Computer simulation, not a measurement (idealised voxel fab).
process module | voxel air gaps
cross-section cut | 220 nm wide | cells 5 nm
A cross-section is a grid of square cells, given in bands from the top down. A band is one or more rows of cells.
Each band's line starts with the height of the band's top and of its bottom, in nm. Then come its materials from left to right, each with its width in nm. One material with "throughout" fills the band from edge to edge. "air" is empty space.
Height 0 is the level under which the wafer as received is all one material. The lowest band goes on downwards, as in "0 down".
A width such as "30 to 40" changes by the same amount from each row of cells to the next, from the band's top row to its bottom row.
"no change" after a step means that no cell of the cross-section changed.
closed voids: empty space of 8 cells or more with no open way to the top, each as width x height at its distance from the left edge, in nm
after a step's settings: what the simulator itself notes on the step
overlay nm, on a step with a mask: how far to the right of its planned place the mask lay; to the left if negative
plan
1 op RECEIVE | material Si
2 op CONFORMAL_DEP | material SiO2 | thk nm 15
3 op CONFORMAL_DEP | material SiCN | thk nm 5
4 op DIRECTIONAL_DEP | material SiO2 | thk nm 30
5 op DIRECTIONAL_DEP | material aC | thk nm 10
6 op PATTERN | tone open | mask id LINES | material resist | width nm 20 | pitch nm 45 | thk nm 30 | overlay nm 0
7 op DIRECTIONAL_ETCH | etch materials aC | depth nm 10
8 op STRIP | etch materials resist
9 op DIRECTIONAL_ETCH | etch materials SiO2 | depth nm 30
10 op STRIP | etch materials aC
11 op CONFORMAL_DEP | material TiN | thk nm 5
12 op FILL_DEP | material W | thk nm 10
13 op CMP | height nm 50
14 op EPI | material Ru | thk nm 10
15 op SELECTIVE_ETCH | etch materials SiO2 | depth nm 40
16 op CONFORMAL_DEP | material SiCN | thk nm 5
as received, after step 1
  0 down: Si throughout
  closed voids: none
a wafer at the end: this start, this plan, one mistake
  65 to 60: air 20 | SiCN 180 | air 20
  60 to 50: air 20 | SiCN 5 | Ru 35 | SiCN 10 | Ru 35 | SiCN 10 | Ru 35 | SiCN 10 | Ru 35 | SiCN 5 | air 20
  50 to 45: air 20 | SiCN 15 | TiN 5 | W 5 | TiN 5 | SiCN 30 | TiN 5 | W 5 | TiN 5 | SiCN 30 | TiN 5 | W 5 | TiN 5 | SiCN 30 | TiN 5 | W 5 | TiN 5 | SiCN 15 | air 20
  45 to 25: air 30 | SiCN 5 | TiN 5 | W 5 | TiN 5 | SiCN 5 | air 20 | SiCN 5 | TiN 5 | W 5 | TiN 5 | SiCN 5 | air 20 | SiCN 5 | TiN 5 | W 5 | TiN 5 | SiCN 5 | air 20 | SiCN 5 | TiN 5 | W 5 | TiN 5 | SiCN 5 | air 30
  25 to 20: SiCN 35 | TiN 15 | SiCN 30 | TiN 15 | SiCN 30 | TiN 15 | SiCN 30 | TiN 15 | SiCN 35
  20 to 15: SiCN throughout
  15 to 0: SiO2 throughout
  0 down: Si throughout
  closed voids: 20 x 20 at 55; 20 x 20 at 100; 20 x 20 at 145
what went wrong: step 6 ran as: op PATTERN | tone open | mask id LINES | material resist | width nm 15 | pitch nm 45 | thk nm 30 | overlay nm 0
